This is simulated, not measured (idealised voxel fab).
Module name: voxel ribs on slabs (process module)
The width of the displayed cross-section, cut, is 260 nm; its cells are square, with a size of 5 nm.
Throughout this document, each cross-section is represented as a grid of square cells and is presented as a sequence of bands enumerated from the top downward, where a band comprises one or more rows of cells. Heights first: top, then bottom, in nm. Then materials, left to right, each with a width in nm. "all across" on a single material: fills the band edge to edge. "blank": empty space. Heights are measured from 0, the level below which the as-received wafer is all one material; the lowest band has no bottom and continues downward, written as in "z 0 and below". So if you see something like "30 to 40" for the width, read it as the top row of the band sitting at the first number and the bottom row at the second, with every row in between moving by the same amount as the last. You'll sometimes find "no modification" written for a step, and that's the way of saying that nowhere in the cross-section did a cell change during that step. "Trapped cavities" contains a list of empty spaces, each no smaller than 8 cells and without an open way to the top, written in the form width x height at distance with the distance from the left edge and all three in nm. Post-settings text on a step line: simulator's own remark regarding the step. For masked steps, "overlay nm" on the step line gives how far right of plan the mask actually lay; a minus sign means it lay to the left.

[Set out below are the planned steps of the process]
1: RECEIVE, material Si
2: DIRECTIONAL_DEP, material SiO2, thk nm 30
3: DIRECTIONAL_DEP, material SiN, thk nm 15
4: PATTERN, tone cover, mask id RIB, material resist, width nm 25, thk nm 15, overlay nm 0
5: DIRECTIONAL_ETCH, etch materials SiN, depth nm 5
6: STRIP, etch materials resist
7: MASKED_ETCH, tone cover, mask id SLAB, width nm 55, etch materials SiN, depth nm 10, overlay nm 0
8: FILL_DEP, material SiO2, thk nm 25
9: CMP, height nm 65
10: DIRECTIONAL_DEP, material TiN, thk nm 5
11: MASKED_ETCH, tone cover, mask id HEATER, width nm 35, etch materials TiN, depth nm 5, overlay nm 0
12: CONFORMAL_DEP, material SiO2, thk nm 5

[Of two wafers, the first: run according to plan]

[Step 1 complete: cross-section of the wafer as received]
- z 0 and below  Si all across
- Trapped cavities: none

[Take a look at the wafer's cross-section after step 2]
- z 30 to 0  SiO2 all across
- Below a height of 0, the structure has not been altered.

[Take a look at the wafer's cross-section after step 3]
- z 45 to 30  SiN all across
- Below a height of 30, the structure has not been altered.

[Take a look at the wafer's cross-section after step 4]
- z 60 to 45  blank 115 / resist 25 / blank 120
- Below a height of 45, the structure has not been altered.

[Take a look at the wafer's cross-section after step 5]
- z 60 to 45  blank 115 / resist 25 / blank 120
- z 45 to 40  blank 115 / SiN 25 / blank 120
- Below a height of 40, the structure has not been altered.

[Take a look at the wafer's cross-section after step 6]
- z 45 to 40  blank 115 / SiN 25 / blank 120
- Below a height of 40, the structure has not been altered.

[Take a look at the wafer's cross-section after step 7]
- z 45 to 40  blank 115 / SiN 25 / blank 120
- z 40 to 30  blank 100 / SiN 55 / blank 105
- Below a height of 30, the structure has not been altered.

[Take a look at the wafer's cross-section after step 8]
- z 70 to 45  SiO2 all across
- z 45 to 40  SiO2 115 / SiN 25 / SiO2 120
- z 40 to 30  SiO2 100 / SiN 55 / SiO2 105
- Below a height of 30, the structure has not been altered.

[Take a look at the wafer's cross-section after step 9]
- z 65 to 45  SiO2 all across
- Below a height of 45, the structure has not been altered.

[Take a look at the wafer's cross-section after step 10]
- z 70 to 65  TiN all across
- Below a height of 65, the structure has not been altered.

[Take a look at the wafer's cross-section after step 11]
- z 70 to 65  blank 110 / TiN 35 / blank 115
- Below a height of 65, the structure has not been altered.

[Take a look at the wafer's cross-section after step 12]
- z 75 to 70  blank 105 / SiO2 45 / blank 110
- z 70 to 65  SiO2 110 / TiN 35 / SiO2 115
- Below a height of 65, the structure has not been altered.

[Wafer two: like wafer one in start and plan, but with one mistake in execution; identical up to and including step 6]

[Cross-section of the second wafer when, according to plan, step 7 should have finished]
- z 40 to 35  SiN 100 / blank 55 / SiN 105
- z 35 to 30  SiN 100 / blank 15 / SiN 25 / blank 15 / SiN 105
- Below a height of 30, the structure has not been altered.

[Cross-section of the second wafer when, according to plan, step 8 should have finished]
- z 65 to 40  SiO2 all across
- z 40 to 35  SiN 100 / SiO2 55 / SiN 105
- z 35 to 30  SiN 100 / SiO2 15 / SiN 25 / SiO2 15 / SiN 105
- Below a height of 30, the structure has not been altered.

Cross-section of the second wafer when, according to plan, step 9 should have finished: no modification

[Cross-section of the second wafer when, according to plan, step 10 should have finished]
- z 70 to 65  TiN all across
- Below a height of 65, the structure has not been altered.

[Cross-section of the second wafer when, according to plan, step 11 should have finished]
- z 70 to 65  blank 110 / TiN 35 / blank 115
- Below a height of 65, the structure has not been altered.

[Cross-section of the second wafer when, according to plan, step 12 should have finished]
- z 75 to 70  blank 105 / SiO2 45 / blank 110
- z 70 to 65  SiO2 110 / TiN 35 / SiO2 115
- Below a height of 65, the structure has not been altered.
Misprocessing identified: in deviation from the planned setting, step 7 was conducted as MASKED_ETCH, tone open, mask id SLAB, width nm 55, etch materials SiN, depth nm 10, overlay nm 0
Bottom line after processing is that, in cells, the second wafer is up or down on some materials versus the first: SiN: 60 more; SiO2: 60 fewer
